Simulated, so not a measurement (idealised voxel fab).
Presented below is a process module, voxel spacer lines.
Cross-section cut spans 175 nm and uses square cells 5 nm in size.
Format of a cross-section: grid, square cells. Given as bands. Order: top down. Band: one or more rows of cells.
Top, bottom (nm), then materials left to right with widths (nm); lone material tagged "full width" fills the whole band edge to edge; "blank" = empty space.
It should be noted that heights are counted from 0, beneath which the wafer as supplied is of one material throughout, and that the lowest band possesses no lower boundary but continues downward, as written in "0 -> down".
So if you see something like "30..40" for the width, read it as the top row of the band sitting at the first number and the bottom row at the second, with every row in between moving by the same amount as the last.
"everything unchanged" -> step changed no cross-section cell.
What "Closed void roster" gives you is every empty space of 8 cells or more that is cut off from the top. Each appears as width x height at distance, with the distance taken from the left edge and width, height and distance all in nm.
Formally, on a step line, whatever follows the settings is a remark that the simulator itself makes on the step.
For masked steps, "overlay nm" on the step line gives how far right of plan the mask actually lay; a minus sign means it lay to the left.
Heads up before you read on: it's before/after pairs around one process step each, after side only down to the lowest band that changed, step plus settings under the pair. Pairs can be from different runs of this module, same starting wafer, so only chain a pair onto the one above if its "Snapshot before" entry says so.
**Snapshot before**
0 -> down | Si full width
Closed void roster: none
**State After Step**
10 -> 0 | Al2O3 full width
For the remainder of the cross-section, below 0, there is no change.
Closed void roster: none
Between before and after, shown above: CONFORMAL_DEP,material Al2O3,thk nm 10
Snapshot before: it's just the after picture from the pair right above this one.
**State After Step**
25 -> 10 | W full width
For the remainder of the cross-section, below 10, there is no change.
Closed void roster: none
Between before and after, shown above: DIRECTIONAL_DEP,material W,thk nm 15
Snapshot before: it's just the after picture from the pair right above this one.
**State After Step**
50 -> 25 | polySi full width
For the remainder of the cross-section, below 25, there is no change.
Closed void roster: none
Between before and after, shown above: DIRECTIONAL_DEP,material polySi,thk nm 25
Snapshot before: it's just the after picture from the pair right above this one.
**State After Step**
80 -> 50 | 15 of blank / 20 of resist / 40 of blank / 20 of resist / 40 of blank / 20 of resist / 20 of blank
For the remainder of the cross-section, below 50, there is no change.
Closed void roster: none
Between before and after, shown above: PATTERN,tone cover,mask id MANDREL,material resist,width nm 20,pitch nm 60,thk nm 30,overlay nm 0
Snapshot before: it's just the after picture from the pair right above this one.
**State After Step**
80 -> 50 | 15 of blank / 20 of resist / 40 of blank / 20 of resist / 40 of blank / 20 of resist / 20 of blank
50 -> 25 | 15 of blank / 20 of polySi / 40 of blank / 20 of polySi / 40 of blank / 20 of polySi / 20 of blank
For the remainder of the cross-section, below 25, there is no change.
Closed void roster: none
Between before and after, shown above: DIRECTIONAL_ETCH,etch materials polySi,depth nm 25
Snapshot before: it's just the after picture from the pair right above this one.
**State After Step**
50 -> 25 | 15 of blank / 20 of polySi / 40 of blank / 20 of polySi / 40 of blank / 20 of polySi / 20 of blank
For the remainder of the cross-section, below 25, there is no change.
Closed void roster: none
Between before and after, shown above: STRIP,etch materials resist
Snapshot before: it's just the after picture from the pair right above this one.
**State After Step**
60 -> 50 | 5 of blank / 40 of SiN / 20 of blank / 40 of SiN / 20 of blank / 40 of SiN / 10 of blank
50 -> 35 | 5 of blank / 10 of SiN / 20 of polySi / 10 of SiN / 20 of blank / 10 of SiN / 20 of polySi / 10 of SiN / 20 of blank / 10 of SiN / 20 of polySi / 10 of SiN / 10 of blank
35 -> 25 | 15 of SiN / 20 of polySi / 40 of SiN / 20 of polySi / 40 of SiN / 20 of polySi / 20 of SiN
For the remainder of the cross-section, below 25, there is no change.
Closed void roster: none
Between before and after, shown above: CONFORMAL_DEP,material SiN,thk nm 10
Snapshot before: it's just the after picture from the pair right above this one.
**State After Step**
50 -> 25 | 5 of blank / 10 of SiN / 20 of polySi / 10 of SiN / 20 of blank / 10 of SiN / 20 of polySi / 10 of SiN / 20 of blank / 10 of SiN / 20 of polySi / 10 of SiN / 10 of blank
For the remainder of the cross-section, below 25, there is no change.
Closed void roster: none
Between before and after, shown above: DIRECTIONAL_ETCH,etch materials SiN,depth nm 10
Snapshot before: it's just the after picture from the pair right above this one.
**State After Step**
50 -> 25 | 5 of blank / 10 of SiN / 20 of blank / 10 of SiN / 20 of blank / 10 of SiN / 20 of blank / 10 of SiN / 20 of blank / 10 of SiN / 20 of blank / 10 of SiN / 10 of blank
For the remainder of the cross-section, below 25, there is no change.
Closed void roster: none
Between before and after, shown above: STRIP,etch materials polySi
Snapshot before: it's just the after picture from the pair right above this one.
**State After Step**
50 -> 25 | 5 of blank / 10 of SiN / 20 of blank / 10 of SiN / 20 of blank / 10 of SiN / 20 of blank / 10 of SiN / 20 of blank / 10 of SiN / 20 of blank / 10 of SiN / 10 of blank
25 -> 10 | 5 of blank / 10 of W / 20 of blank / 10 of W / 20 of blank / 10 of W / 20 of blank / 10 of W / 20 of blank / 10 of W / 20 of blank / 10 of W / 10 of blank
For the remainder of the cross-section, below 10, there is no change.
Closed void roster: none
Between before and after, shown above: DIRECTIONAL_ETCH,etch materials W,depth nm 15
Snapshot before: it's just the after picture from the pair right above this one.
**State After Step**
25 -> 10 | 5 of blank / 10 of W / 20 of blank / 10 of W / 20 of blank / 10 of W / 20 of blank / 10 of W / 20 of blank / 10 of W / 20 of blank / 10 of W / 10 of blank
For the remainder of the cross-section, below 10, there is no change.
Closed void roster: none
Between before and after, shown above: STRIP,etch materials SiN
Snapshot before: it's just the after picture from the pair right above this one.
**State After Step**
35 -> 25 | SiO2 full width
25 -> 10 | 5 of SiO2 / 10 of W / 20 of SiO2 / 10 of W / 20 of SiO2 / 10 of W / 20 of SiO2 / 10 of W / 20 of SiO2 / 10 of W / 20 of SiO2 / 10 of W / 10 of SiO2
For the remainder of the cross-section, below 10, there is no change.
Closed void roster: none
Between before and after, shown above: FILL_DEP,material SiO2,thk nm 10
Snapshot before: it's just the after picture from the pair right above this one.
**State After Step**
25 -> 10 | 5 of SiO2 / 10 of W / 20 of SiO2 / 10 of W / 20 of SiO2 / 10 of W / 20 of SiO2 / 10 of W / 20 of SiO2 / 10 of W / 20 of SiO2 / 10 of W / 10 of SiO2
For the remainder of the cross-section, below 10, there is no change.
Closed void roster: none
Between before and after, shown above: CMP,height nm 25
**Snapshot before**
0 -> down | Si full width
Closed void roster: none
**State After Step**
15 -> 0 | W full width
For the remainder of the cross-section, below 0, there is no change.
Closed void roster: none
Between before and after, shown above: DIRECTIONAL_DEP,material W,thk nm 15
Snapshot before: it's just the after picture from the pair right above this one.
**State After Step**
40 -> 15 | polySi full width
For the remainder of the cross-section, below 15, there is no change.
Closed void roster: none
Between before and after, shown above: DIRECTIONAL_DEP,material polySi,thk nm 25
Snapshot before: it's just the after picture from the pair right above this one.
**State After Step**
70 -> 40 | 15 of blank / 20 of resist / 40 of blank / 20 of resist / 40 of blank / 20 of resist / 20 of blank
For the remainder of the cross-section, below 40, there is no change.
Closed void roster: none
Between before and after, shown above: PATTERN,tone cover,mask id MANDREL,material resist,width nm 20,pitch nm 60,thk nm 30,overlay nm 0
Snapshot before: it's just the after picture from the pair right above this one.
**State After Step**
70 -> 40 | 15 of blank / 20 of resist / 40 of blank / 20 of resist / 40 of blank / 20 of resist / 20 of blank
40 -> 15 | 15 of blank / 20 of polySi / 40 of blank / 20 of polySi / 40 of blank / 20 of polySi / 20 of blank
For the remainder of the cross-section, below 15, there is no change.
Closed void roster: none
Between before and after, shown above: DIRECTIONAL_ETCH,etch materials polySi,depth nm 25
Snapshot before: it's just the after picture from the pair right above this one.
**State After Step**
40 -> 15 | 15 of blank / 20 of polySi / 40 of blank / 20 of polySi / 40 of blank / 20 of polySi / 20 of blank
For the remainder of the cross-section, below 15, there is no change.
Closed void roster: none
Between before and after, shown above: STRIP,etch materials resist
Snapshot before: it's just the after picture from the pair right above this one.
**State After Step**
50 -> 40 | 5 of blank / 40 of SiN / 20 of blank / 40 of SiN / 20 of blank / 40 of SiN / 10 of blank
40 -> 25 | 5 of blank / 10 of SiN / 20 of polySi / 10 of SiN / 20 of blank / 10 of SiN / 20 of polySi / 10 of SiN / 20 of blank / 10 of SiN / 20 of polySi / 10 of SiN / 10 of blank
25 -> 15 | 15 of SiN / 20 of polySi / 40 of SiN / 20 of polySi / 40 of SiN / 20 of polySi / 20 of SiN
For the remainder of the cross-section, below 15, there is no change.
Closed void roster: none
Between before and after, shown above: CONFORMAL_DEP,material SiN,thk nm 10
Snapshot before: it's just the after picture from the pair right above this one.
**State After Step**
40 -> 15 | 5 of blank / 10 of SiN / 20 of polySi / 10 of SiN / 20 of blank / 10 of SiN / 20 of polySi / 10 of SiN / 20 of blank / 10 of SiN / 20 of polySi / 10 of SiN / 10 of blank
For the remainder of the cross-section, below 15, there is no change.
Closed void roster: none
Between before and after, shown above: DIRECTIONAL_ETCH,etch materials SiN,depth nm 10
Snapshot before: it's just the after picture from the pair right above this one.
**State After Step**
40 -> 15 | 5 of blank / 10 of SiN / 20 of blank / 10 of SiN / 20 of blank / 10 of SiN / 20 of blank / 10 of SiN / 20 of blank / 10 of SiN / 20 of blank / 10 of SiN / 10 of blank
For the remainder of the cross-section, below 15, there is no change.
Closed void roster: none
Between before and after, shown above: STRIP,etch materials polySi
Snapshot before: it's just the after picture from the pair right above this one.
**State After Step**
40 -> 15 | 5 of blank / 10 of SiN / 20 of blank / 10 of SiN / 20 of blank / 10 of SiN / 20 of blank / 10 of SiN / 20 of blank / 10 of SiN / 20 of blank / 10 of SiN / 10 of blank
15 -> 0 | 5 of blank / 10 of W / 20 of blank / 10 of W / 20 of blank / 10 of W / 20 of blank / 10 of W / 20 of blank / 10 of W / 20 of blank / 10 of W / 10 of blank
For the remainder of the cross-section, below 0, there is no change.
Closed void roster: none
Between before and after, shown above: DIRECTIONAL_ETCH,etch materials W,depth nm 15
Snapshot before: it's just the after picture from the pair right above this one.
**State After Step**
15 -> 0 | 5 of blank / 10 of W / 20 of blank / 10 of W / 20 of blank / 10 of W / 20 of blank / 10 of W / 20 of blank / 10 of W / 20 of blank / 10 of W / 10 of blank
For the remainder of the cross-section, below 0, there is no change.
Closed void roster: none
Between before and after, shown above: STRIP,etch materials SiN
Snapshot before: it's just the after picture from the pair right above this one.
**State After Step**
25 -> 15 | SiO2 full width
15 -> 0 | 5 of SiO2 / 10 of W / 20 of SiO2 / 10 of W / 20 of SiO2 / 10 of W / 20 of SiO2 / 10 of W / 20 of SiO2 / 10 of W / 20 of SiO2 / 10 of W / 10 of SiO2
For the remainder of the cross-section, below 0, there is no change.
Closed void roster: none
Between before and after, shown above: FILL_DEP,material SiO2,thk nm 10
**Snapshot before**
50 -> 25 | 5 of blank / 10 of SiN / 20 of polySi / 10 of SiN / 20 of blank / 10 of SiN / 20 of polySi / 10 of SiN / 20 of blank / 10 of SiN / 20 of polySi / 10 of SiN / 10 of blank
25 -> 10 | W full width
10 -> 0 | Al2O3 full width
0 -> down | Si full width
Closed void roster: none
**State After Step**
50 -> 40 | 15 of blank / 20 of polySi / 40 of blank / 20 of polySi / 40 of blank / 20 of polySi / 20 of blank
For the remainder of the cross-section, below 40, there is no change.
Closed void roster: none
Between before and after, shown above: DIRECTIONAL_ETCH,etch materials SiN,depth nm 10
Snapshot before: it's just the after picture from the pair right above this one.
**State After Step**
40 -> 25 | 5 of blank / 10 of SiN / 20 of blank / 10 of SiN / 20 of blank / 10 of SiN / 20 of blank / 10 of SiN / 20 of blank / 10 of SiN / 20 of blank / 10 of SiN / 10 of blank
For the remainder of the cross-section, below 25, there is no change.
Closed void roster: none
Between before and after, shown above: STRIP,etch materials polySi
Snapshot before: it's just the after picture from the pair right above this one.
**State After Step**
40 -> 25 | 5 of blank / 10 of SiN / 20 of blank / 10 of SiN / 20 of blank / 10 of SiN / 20 of blank / 10 of SiN / 20 of blank / 10 of SiN / 20 of blank / 10 of SiN / 10 of blank
25 -> 10 | 5 of blank / 10 of W / 20 of blank / 10 of W / 20 of blank / 10 of W / 20 of blank / 10 of W / 20 of blank / 10 of W / 20 of blank / 10 of W / 10 of blank
For the remainder of the cross-section, below 10, there is no change.
Closed void roster: none
Between before and after, shown above: DIRECTIONAL_ETCH,etch materials W,depth nm 15
Snapshot before: it's just the after picture from the pair right above this one.
**State After Step**
25 -> 10 | 5 of blank / 10 of W / 20 of blank / 10 of W / 20 of blank / 10 of W / 20 of blank / 10 of W / 20 of blank / 10 of W / 20 of blank / 10 of W / 10 of blank
For the remainder of the cross-section, below 10, there is no change.
Closed void roster: none
Between before and after, shown above: STRIP,etch materials SiN
**Snapshot before**
15 -> 0 | W full width
0 -> down | Si full width
Closed void roster: none
**State After Step**
25 -> 15 | Al2O3 full width
For the remainder of the cross-section, below 15, there is no change.
Closed void roster: none
Between before and after, shown above: CONFORMAL_DEP,material Al2O3,thk nm 10
Snapshot before: it's just the after picture from the pair right above this one.
**State After Step**
50 -> 25 | polySi full width
For the remainder of the cross-section, below 25, there is no change.
Closed void roster: none
Between before and after, shown above: DIRECTIONAL_DEP,material polySi,thk nm 25
Snapshot before: it's just the after picture from the pair right above this one.
**State After Step**
80 -> 50 | 15 of blank / 20 of resist / 40 of blank / 20 of resist / 40 of blank / 20 of resist / 20 of blank
For the remainder of the cross-section, below 50, there is no change.
Closed void roster: none
Between before and after, shown above: PATTERN,tone cover,mask id MANDREL,material resist,width nm 20,pitch nm 60,thk nm 30,overlay nm 0
Snapshot before: it's just the after picture from the pair right above this one.
**State After Step**
80 -> 50 | 15 of blank / 20 of resist / 40 of blank / 20 of resist / 40 of blank / 20 of resist / 20 of blank
50 -> 25 | 15 of blank / 20 of polySi / 40 of blank / 20 of polySi / 40 of blank / 20 of polySi / 20 of blank
For the remainder of the cross-section, below 25, there is no change.
Closed void roster: none
Between before and after, shown above: DIRECTIONAL_ETCH,etch materials polySi,depth nm 25
Snapshot before: it's just the after picture from the pair right above this one.
**State After Step**
50 -> 25 | 15 of blank / 20 of polySi / 40 of blank / 20 of polySi / 40 of blank / 20 of polySi / 20 of blank
For the remainder of the cross-section, below 25, there is no change.
Closed void roster: none
Between before and after, shown above: STRIP,etch materials resist
Snapshot before: it's just the after picture from the pair right above this one.
**State After Step**
60 -> 50 | 5 of blank / 40 of SiN / 20 of blank / 40 of SiN / 20 of blank / 40 of SiN / 10 of blank
50 -> 35 | 5 of blank / 10 of SiN / 20 of polySi / 10 of SiN / 20 of blank / 10 of SiN / 20 of polySi / 10 of SiN / 20 of blank / 10 of SiN / 20 of polySi / 10 of SiN / 10 of blank
35 -> 25 | 15 of SiN / 20 of polySi / 40 of SiN / 20 of polySi / 40 of SiN / 20 of polySi / 20 of SiN
For the remainder of the cross-section, below 25, there is no change.
Closed void roster: none
Between before and after, shown above: CONFORMAL_DEP,material SiN,thk nm 10
Snapshot before: it's just the after picture from the pair right above this one.
**State After Step**
50 -> 25 | 5 of blank / 10 of SiN / 20 of polySi / 10 of SiN / 20 of blank / 10 of SiN / 20 of polySi / 10 of SiN / 20 of blank / 10 of SiN / 20 of polySi / 10 of SiN / 10 of blank
For the remainder of the cross-section, below 25, there is no change.
Closed void roster: none
Between before and after, shown above: DIRECTIONAL_ETCH,etch materials SiN,depth nm 10
Snapshot before: it's just the after picture from the pair right above this one.
**State After Step**
50 -> 25 | 5 of blank / 10 of SiN / 20 of blank / 10 of SiN / 20 of blank / 10 of SiN / 20 of blank / 10 of SiN / 20 of blank / 10 of SiN / 20 of blank / 10 of SiN / 10 of blank
For the remainder of the cross-section, below 25, there is no change.
Closed void roster: none
Between before and after, shown above: STRIP,etch materials polySi
Snapshot before: it's just the after picture from the pair right above this one.
**State After Step**
25 -> 15 | Al2O3 full width
For the remainder of the cross-section, below 15, there is no change.
Closed void roster: none
Between before and after, shown above: STRIP,etch materials SiN
Snapshot before: it's just the after picture from the pair right above this one.
**State After Step**
35 -> 25 | SiO2 full width
For the remainder of the cross-section, below 25, there is no change.
Closed void roster: none
Between before and after, shown above: FILL_DEP,material SiO2,thk nm 10
Snapshot before: it's just the after picture from the pair right above this one.
**State After Step**
25 -> 15 | Al2O3 full width
For the remainder of the cross-section, below 15, there is no change.
Closed void roster: none
Between before and after, shown above: CMP,height nm 25
**Snapshot before**
35 -> 25 | SiO2 full width
25 -> 10 | 5 of SiO2 / 10 of W / 20 of SiO2 / 10 of W / 20 of SiO2 / 10 of W / 20 of SiO2 / 10 of W / 20 of SiO2 / 10 of W / 20 of SiO2 / 10 of W / 10 of SiO2
10 -> 0 | Al2O3 full width
0 -> down | Si full width
Closed void roster: none
**State After Step**
30 -> 25 | SiO2 full width
For the remainder of the cross-section, below 25, there is no change.
Closed void roster: none
Between before and after, shown above: CMP,height nm 30
**Snapshot before**
50 -> 25 | polySi full width
25 -> 10 | W full width
10 -> 0 | Al2O3 full width
0 -> down | Si full width
Closed void roster: none
**State After Step**
80 -> 50 | 20 of blank / 15 of resist / 45 of blank / 15 of resist / 45 of blank / 15 of resist / 20 of blank
For the remainder of the cross-section, below 50, there is no change.
Closed void roster: none
Between before and after, shown above: PATTERN,tone cover,mask id MANDREL,material resist,width nm 15,pitch nm 60,thk nm 30,overlay nm 0
Snapshot before: it's just the after picture from the pair right above this one.
**State After Step**
80 -> 50 | 20 of blank / 15 of resist / 45 of blank / 15 of resist / 45 of blank / 15 of resist / 20 of blank
50 -> 25 | 20 of blank / 15 of polySi / 45 of blank / 15 of polySi / 45 of blank / 15 of polySi / 20 of blank
For the remainder of the cross-section, below 25, there is no change.
Closed void roster: none
Between before and after, shown above: DIRECTIONAL_ETCH,etch materials polySi,depth nm 25
Snapshot before: it's just the after picture from the pair right above this one.
**State After Step**
50 -> 25 | 20 of blank / 15 of polySi / 45 of blank / 15 of polySi / 45 of blank / 15 of polySi / 20 of blank
For the remainder of the cross-section, below 25, there is no change.
Closed void roster: none
Between before and after, shown above: STRIP,etch materials resist
Snapshot before: it's just the after picture from the pair right above this one.
**State After Step**
60 -> 50 | 10 of blank / 35 of SiN / 25 of blank / 35 of SiN / 25 of blank / 35 of SiN / 10 of blank
50 -> 35 | 10 of blank / 10 of SiN / 15 of polySi / 10 of SiN / 25 of blank / 10 of SiN / 15 of polySi / 10 of SiN / 25 of blank / 10 of SiN / 15 of polySi / 10 of SiN / 10 of blank
35 -> 25 | 20 of SiN / 15 of polySi / 45 of SiN / 15 of polySi / 45 of SiN / 15 of polySi / 20 of SiN
For the remainder of the cross-section, below 25, there is no change.
Closed void roster: none
Between before and after, shown above: CONFORMAL_DEP,material SiN,thk nm 10
Snapshot before: it's just the after picture from the pair right above this one.
**State After Step**
50 -> 25 | 10 of blank / 10 of SiN / 15 of polySi / 10 of SiN / 25 of blank / 10 of SiN / 15 of polySi / 10 of SiN / 25 of blank / 10 of SiN / 15 of polySi / 10 of SiN / 10 of blank
For the remainder of the cross-section, below 25, there is no change.
Closed void roster: none
Between before and after, shown above: DIRECTIONAL_ETCH,etch materials SiN,depth nm 10
Snapshot before: it's just the after picture from the pair right above this one.
**State After Step**
50 -> 25 | 10 of blank / 10 of SiN / 15 of blank / 10 of SiN / 25 of blank / 10 of SiN / 15 of blank / 10 of SiN / 25 of blank / 10 of SiN / 15 of blank / 10 of SiN / 10 of blank
For the remainder of the cross-section, below 25, there is no change.
Closed void roster: none
Between before and after, shown above: STRIP,etch materials polySi
Snapshot before: it's just the after picture from the pair right above this one.
**State After Step**
50 -> 25 | 10 of blank / 10 of SiN / 15 of blank / 10 of SiN / 25 of blank / 10 of SiN / 15 of blank / 10 of SiN / 25 of blank / 10 of SiN / 15 of blank / 10 of SiN / 10 of blank
25 -> 10 | 10 of blank / 10 of W / 15 of blank / 10 of W / 25 of blank / 10 of W / 15 of blank / 10 of W / 25 of blank / 10 of W / 15 of blank / 10 of W / 10 of blank
For the remainder of the cross-section, below 10, there is no change.
Closed void roster: none
Between before and after, shown above: DIRECTIONAL_ETCH,etch materials W,depth nm 15
Snapshot before: it's just the after picture from the pair right above this one.
**State After Step**
25 -> 10 | 10 of blank / 10 of W / 15 of blank / 10 of W / 25 of blank / 10 of W / 15 of blank / 10 of W / 25 of blank / 10 of W / 15 of blank / 10 of W / 10 of blank
For the remainder of the cross-section, below 10, there is no change.
Closed void roster: none
Between before and after, shown above: STRIP,etch materials SiN
Snapshot before: it's just the after picture from the pair right above this one.
**State After Step**
35 -> 25 | SiO2 full width
25 -> 10 | 10 of SiO2 / 10 of W / 15 of SiO2 / 10 of W / 25 of SiO2 / 10 of W / 15 of SiO2 / 10 of W / 25 of SiO2 / 10 of W / 15 of SiO2 / 10 of W / 10 of SiO2
For the remainder of the cross-section, below 10, there is no change.
Closed void roster: none
Between before and after, shown above: FILL_DEP,material SiO2,thk nm 10
Snapshot before: it's just the after picture from the pair right above this one.
**State After Step**
25 -> 10 | 10 of SiO2 / 10 of W / 15 of SiO2 / 10 of W / 25 of SiO2 / 10 of W / 15 of SiO2 / 10 of W / 25 of SiO2 / 10 of W / 15 of SiO2 / 10 of W / 10 of SiO2
For the remainder of the cross-section, below 10, there is no change.
Closed void roster: none
Between before and after, shown above: CMP,height nm 25
**Snapshot before**
50 -> 25 | polySi full width
25 -> 10 | W full width
10 -> 0 | Al2O3 full width
0 -> down | Si full width
Closed void roster: none
**State After Step**
80 -> 50 | 20 of blank / 20 of resist / 40 of blank / 20 of resist / 40 of blank / 20 of resist / 15 of blank
For the remainder of the cross-section, below 50, there is no change.
Closed void roster: none
Between before and after, shown above: PATTERN,tone cover,mask id MANDREL,material resist,width nm 20,pitch nm 60,thk nm 30,overlay nm 5
Snapshot before: it's just the after picture from the pair right above this one.
**State After Step**
80 -> 50 | 20 of blank / 20 of resist / 40 of blank / 20 of resist / 40 of blank / 20 of resist / 15 of blank
50 -> 25 | 20 of blank / 20 of polySi / 40 of blank / 20 of polySi / 40 of blank / 20 of polySi / 15 of blank
For the remainder of the cross-section, below 25, there is no change.
Closed void roster: none
Between before and after, shown above: DIRECTIONAL_ETCH,etch materials polySi,depth nm 25
Snapshot before: it's just the after picture from the pair right above this one.
**State After Step**
50 -> 25 | 20 of blank / 20 of polySi / 40 of blank / 20 of polySi / 40 of blank / 20 of polySi / 15 of blank
For the remainder of the cross-section, below 25, there is no change.
Closed void roster: none
Between before and after, shown above: STRIP,etch materials resist
Snapshot before: it's just the after picture from the pair right above this one.
**State After Step**
60 -> 50 | 10 of blank / 40 of SiN / 20 of blank / 40 of SiN / 20 of blank / 40 of SiN / 5 of blank
50 -> 35 | 10 of blank / 10 of SiN / 20 of polySi / 10 of SiN / 20 of blank / 10 of SiN / 20 of polySi / 10 of SiN / 20 of blank / 10 of SiN / 20 of polySi / 10 of SiN / 5 of blank
35 -> 25 | 20 of SiN / 20 of polySi / 40 of SiN / 20 of polySi / 40 of SiN / 20 of polySi / 15 of SiN
For the remainder of the cross-section, below 25, there is no change.
Closed void roster: none
Between before and after, shown above: CONFORMAL_DEP,material SiN,thk nm 10
Snapshot before: it's just the after picture from the pair right above this one.
**State After Step**
50 -> 25 | 10 of blank / 10 of SiN / 20 of polySi / 10 of SiN / 20 of blank / 10 of SiN / 20 of polySi / 10 of SiN / 20 of blank / 10 of SiN / 20 of polySi / 10 of SiN / 5 of blank
For the remainder of the cross-section, below 25, there is no change.
Closed void roster: none
Between before and after, shown above: DIRECTIONAL_ETCH,etch materials SiN,depth nm 10
Snapshot before: it's just the after picture from the pair right above this one.
**State After Step**
50 -> 25 | 10 of blank / 10 of SiN / 20 of blank / 10 of SiN / 20 of blank / 10 of SiN / 20 of blank / 10 of SiN / 20 of blank / 10 of SiN / 20 of blank / 10 of SiN / 5 of blank
For the remainder of the cross-section, below 25, there is no change.
Closed void roster: none
Between before and after, shown above: STRIP,etch materials polySi
Snapshot before: it's just the after picture from the pair right above this one.
**State After Step**
50 -> 25 | 10 of blank / 10 of SiN / 20 of blank / 10 of SiN / 20 of blank / 10 of SiN / 20 of blank / 10 of SiN / 20 of blank / 10 of SiN / 20 of blank / 10 of SiN / 5 of blank
25 -> 10 | 10 of blank / 10 of W / 20 of blank / 10 of W / 20 of blank / 10 of W / 20 of blank / 10 of W / 20 of blank / 10 of W / 20 of blank / 10 of W / 5 of blank
For the remainder of the cross-section, below 10, there is no change.
Closed void roster: none
Between before and after, shown above: DIRECTIONAL_ETCH,etch materials W,depth nm 15
Snapshot before: it's just the after picture from the pair right above this one.
**State After Step**
25 -> 10 | 10 of blank / 10 of W / 20 of blank / 10 of W / 20 of blank / 10 of W / 20 of blank / 10 of W / 20 of blank / 10 of W / 20 of blank / 10 of W / 5 of blank
For the remainder of the cross-section, below 10, there is no change.
Closed void roster: none
Between before and after, shown above: STRIP,etch materials SiN
Snapshot before: it's just the after picture from the pair right above this one.
**State After Step**
35 -> 25 | SiO2 full width
25 -> 10 | 10 of SiO2 / 10 of W / 20 of SiO2 / 10 of W / 20 of SiO2 / 10 of W / 20 of SiO2 / 10 of W / 20 of SiO2 / 10 of W / 20 of SiO2 / 10 of W / 5 of SiO2
For the remainder of the cross-section, below 10, there is no change.
Closed void roster: none
Between before and after, shown above: FILL_DEP,material SiO2,thk nm 10
Snapshot before: it's just the after picture from the pair right above this one.
**State After Step**
25 -> 10 | 10 of SiO2 / 10 of W / 20 of SiO2 / 10 of W / 20 of SiO2 / 10 of W / 20 of SiO2 / 10 of W / 20 of SiO2 / 10 of W / 20 of SiO2 / 10 of W / 5 of SiO2
For the remainder of the cross-section, below 10, there is no change.
Closed void roster: none
Between before and after, shown above: CMP,height nm 25
**Snapshot before**
25 -> 10 | 5 of blank / 10 of W / 20 of blank / 10 of W / 20 of blank / 10 of W / 20 of blank / 10 of W / 20 of blank / 10 of W / 20 of blank / 10 of W / 10 of blank
10 -> 0 | Al2O3 full width
0 -> down | Si full width
Closed void roster: none
**State After Step**
35 -> 25 | polySi full width
25 -> 10 | 5 of polySi / 10 of W / 20 of polySi / 10 of W / 20 of polySi / 10 of W / 20 of polySi / 10 of W / 20 of polySi / 10 of W / 20 of polySi / 10 of W / 10 of polySi
For the remainder of the cross-section, below 10, there is no change.
Closed void roster: none
Between before and after, shown above: FILL_DEP,material polySi,thk nm 10
Snapshot before: it's just the after picture from the pair right above this one.
**State After Step**
25 -> 10 | 5 of polySi / 10 of W / 20 of polySi / 10 of W / 20 of polySi / 10 of W / 20 of polySi / 10 of W / 20 of polySi / 10 of W / 20 of polySi / 10 of W / 10 of polySi
For the remainder of the cross-section, below 10, there is no change.
Closed void roster: none
Between before and after, shown above: CMP,height nm 25
